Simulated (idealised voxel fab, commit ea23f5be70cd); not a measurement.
The document below concerns the process module designated voxel local oxidation.
This is section cut - it's 155 nm across, gridded in 5 nm square cells.
Notation: cross-section as square-cell grid; stated in bands, top first, going down; one or more cell rows per band. In this notation a band is specified by the heights of its top and bottom, in that order and in nm, after which its materials appear from left to right, each paired with its width in nm. The word "edge to edge" attached to a single material means that material fills the band from edge to edge; the word "air" stands for empty space. Height 0 is the level under which the wafer as received is all one material. The lowest band goes on downwards, as in "0..down". Width: "30->40" (first number = top row, second number = bottom row, same change from row to row of cells). You'll sometimes find "nothing was modified" written for a step, and that's the way of saying that nowhere in the cross-section did a cell change during that step. "Closed voids list" specifies each empty space that is not open to the top and that occupies no fewer than 8 cells, using the form width x height at distance, the distance measured from the left edge and all three quantities in nm. The remark found on a step's line after its settings is issued by the simulator itself and pertains to that step. You can add "overlay nm" to a step's line. For a step with a mask, it describes how far the mask lay to the right of its planned position, and a negative number describes a lay to the left.

PLANNED STEP LIST FOR THE PROCESS
1: RECEIVE (material Si)
2: CONFORMAL_DEP (material SiO2; thk nm 5)
3: CONFORMAL_DEP (material SiN; thk nm 10)
4: DIRECTIONAL_DEP (material aC; thk nm 15)
5: PATTERN (tone cover; mask id ACTIVE; material resist; width nm 125; thk nm 30; overlay nm 0)
6: DIRECTIONAL_ETCH (etch materials aC; depth nm 15)
7: STRIP (etch materials resist)
8: DIRECTIONAL_ETCH (etch materials SiN; depth nm 10)
9: STRIP (etch materials aC)
10: SELECTIVE_ETCH (etch materials SiO2; depth nm 5)
11: OXIDIZE (depth nm 10)
12: STRIP (etch materials SiN)

FIRST OF TWO WAFERS, PROCESSED ACCORDING TO PLAN

CROSS-SECTION OF THE WAFER AS IT CAME TO US, I.E., ALREADY THROUGH STEP 1
- 0..down = Si edge to edge
- Closed voids list: none

STATE OF THE WAFER AFTER STEP 2, SHOWN IN CROSS-SECTION
- 5..0 = SiO2 edge to edge
- Lower than 0, everything is as it was.

STATE OF THE WAFER AFTER STEP 3, SHOWN IN CROSS-SECTION
- 15..5 = SiN edge to edge
- Lower than 5, everything is as it was.

STATE OF THE WAFER AFTER STEP 4, SHOWN IN CROSS-SECTION
- 30..15 = aC edge to edge
- Lower than 15, everything is as it was.

STATE OF THE WAFER AFTER STEP 5, SHOWN IN CROSS-SECTION
- 60..30 = air 15 nm / resist 125 nm / air 15 nm
- Lower than 30, everything is as it was.

STATE OF THE WAFER AFTER STEP 6, SHOWN IN CROSS-SECTION
- 45..30 = air 15 nm / resist 125 nm / air 15 nm
- 30..15 = air 15 nm / aC 125 nm / air 15 nm
- Lower than 15, everything is as it was.

STATE OF THE WAFER AFTER STEP 7, SHOWN IN CROSS-SECTION
- 30..15 = air 15 nm / aC 125 nm / air 15 nm
- Lower than 15, everything is as it was.

STATE OF THE WAFER AFTER STEP 8, SHOWN IN CROSS-SECTION
- 30..15 = air 15 nm / aC 125 nm / air 15 nm
- 15..5 = air 15 nm / SiN 125 nm / air 15 nm
- Lower than 5, everything is as it was.

STATE OF THE WAFER AFTER STEP 9, SHOWN IN CROSS-SECTION
- 15..5 = air 15 nm / SiN 125 nm / air 15 nm
- Lower than 5, everything is as it was.

STATE OF THE WAFER AFTER STEP 10, SHOWN IN CROSS-SECTION
- 15..5 = air 15 nm / SiN 125 nm / air 15 nm
- 5..0 = air 20 nm / SiO2 115 nm / air 20 nm
- Lower than 0, everything is as it was.

STATE OF THE WAFER AFTER STEP 11, SHOWN IN CROSS-SECTION
- 15..5 = air 15 nm / SiN 125 nm / air 15 nm
- 5..0 = air 20 nm / SiO2 115 nm / air 20 nm
- 0..-10 = SiO2 30 nm / Si 95 nm / SiO2 30 nm
- Lower than -10, everything is as it was.

STATE OF THE WAFER AFTER STEP 12, SHOWN IN CROSS-SECTION
- 5..0 = air 20 nm / SiO2 115 nm / air 20 nm
- Lower than 0, everything is as it was.

SECOND WAFER (IDENTICAL START AND PLAN, ONE PROCESSING ERROR; MATCHES FIRST WAFER THROUGH STEP 1)

Cross-section of the second wafer corresponding to the planned conclusion of step 2: nothing was modified

CROSS-SECTION OF THE SECOND WAFER CORRESPONDING TO THE PLANNED CONCLUSION OF STEP 3
- 10..0 = SiN edge to edge
- Lower than 0, everything is as it was.

CROSS-SECTION OF THE SECOND WAFER CORRESPONDING TO THE PLANNED CONCLUSION OF STEP 4
- 25..10 = aC edge to edge
- Lower than 10, everything is as it was.

CROSS-SECTION OF THE SECOND WAFER CORRESPONDING TO THE PLANNED CONCLUSION OF STEP 5
- 55..25 = air 15 nm / resist 125 nm / air 15 nm
- Lower than 25, everything is as it was.

CROSS-SECTION OF THE SECOND WAFER CORRESPONDING TO THE PLANNED CONCLUSION OF STEP 6
- 40..25 = air 15 nm / resist 125 nm / air 15 nm
- 25..10 = air 15 nm / aC 125 nm / air 15 nm
- Lower than 10, everything is as it was.

CROSS-SECTION OF THE SECOND WAFER CORRESPONDING TO THE PLANNED CONCLUSION OF STEP 7
- 25..10 = air 15 nm / aC 125 nm / air 15 nm
- Lower than 10, everything is as it was.

CROSS-SECTION OF THE SECOND WAFER CORRESPONDING TO THE PLANNED CONCLUSION OF STEP 8
- 25..10 = air 15 nm / aC 125 nm / air 15 nm
- 10..0 = air 15 nm / SiN 125 nm / air 15 nm
- Lower than 0, everything is as it was.

CROSS-SECTION OF THE SECOND WAFER CORRESPONDING TO THE PLANNED CONCLUSION OF STEP 9
- 10..0 = air 15 nm / SiN 125 nm / air 15 nm
- Lower than 0, everything is as it was.

Cross-section of the second wafer corresponding to the planned conclusion of step 10: nothing was modified

CROSS-SECTION OF THE SECOND WAFER CORRESPONDING TO THE PLANNED CONCLUSION OF STEP 11
- 10..0 = air 15 nm / SiN 125 nm / air 15 nm
- 0..-10 = SiO2 25 nm / Si 105 nm / SiO2 25 nm
- Lower than -10, everything is as it was.

CROSS-SECTION OF THE SECOND WAFER CORRESPONDING TO THE PLANNED CONCLUSION OF STEP 12
- 0..-10 = SiO2 25 nm / Si 105 nm / SiO2 25 nm
- Lower than -10, everything is as it was.
In executing the process, a mistake was made relative to the plan: step 2 of the plan did not run at all; it was left out
Final tally in cells, some materials are higher or lower on the second wafer than on the first: Si +4; SiO2 -27
